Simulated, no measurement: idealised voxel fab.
process module | voxel released beams
cross-section cut | 250 nm wide | cells 5 nm
A cross-section is a grid of square cells, given in bands from the top down. A band is one or more rows of cells.
Each band's line starts with the height of the band's top and of its bottom, in nm. Then come its materials from left to right, each with its width in nm. One material with "throughout" fills the band from edge to edge. "air" is empty space.
Height 0 is the level under which the wafer as received is all one material. The lowest band goes on downwards, as in "0 down".
A width such as "30 to 40" changes by the same amount from each row of cells to the next, from the band's top row to its bottom row.
"no change" after a step means that no cell of the cross-section changed.
closed voids: empty space of 8 cells or more with no open way to the top, each as width x height at its distance from the left edge, in nm
after a step's settings: what the simulator itself notes on the step
overlay nm, on a step with a mask: how far to the right of its planned place the mask lay; to the left if negative
plan
1 op RECEIVE | material Si
2 op CONFORMAL_DEP | material SiN | thk nm 10
3 op DIRECTIONAL_DEP | material SiO2 | thk nm 10
4 op PATTERN | tone open | mask id ANCHOR | material resist | width nm 25 | thk nm 15 | overlay nm 0
5 op DIRECTIONAL_ETCH | etch materials SiO2 | depth nm 10
6 op STRIP | etch materials resist
7 op CONFORMAL_DEP | material polySi | thk nm 10
8 op PATTERN | tone cover | mask id BEAM | material resist | width nm 100 | thk nm 20 | overlay nm 0
9 op DIRECTIONAL_ETCH | etch materials polySi | depth nm 10
10 op STRIP | etch materials resist
11 op STRIP | etch materials SiO2
as received, after step 1
  0 down: Si throughout
  closed voids: none
first wafer at the end, as planned
  30 to 20: air 70 | polySi 15 | air 5 | polySi 80 | air 80
  20 to 10: air 75 | polySi 25 | air 150
  10 to 0: SiN throughout
  0 down: Si throughout
  closed voids: none
second wafer at the end: like start, like plan, one mistake
  30 to 20: air 70 | polySi 40 | air 140
  20 to 10: air 65 | polySi 10 | SiO2 25 | polySi 70 | air 80
  10 to 0: SiN throughout
  0 down: Si throughout
  closed voids: none
what went wrong: step 4 ran as: op PATTERN | tone cover | mask id ANCHOR | material resist | width nm 25 | thk nm 15 | overlay nm 0
at the end the second wafer has, in cells: 10 more of SiO2
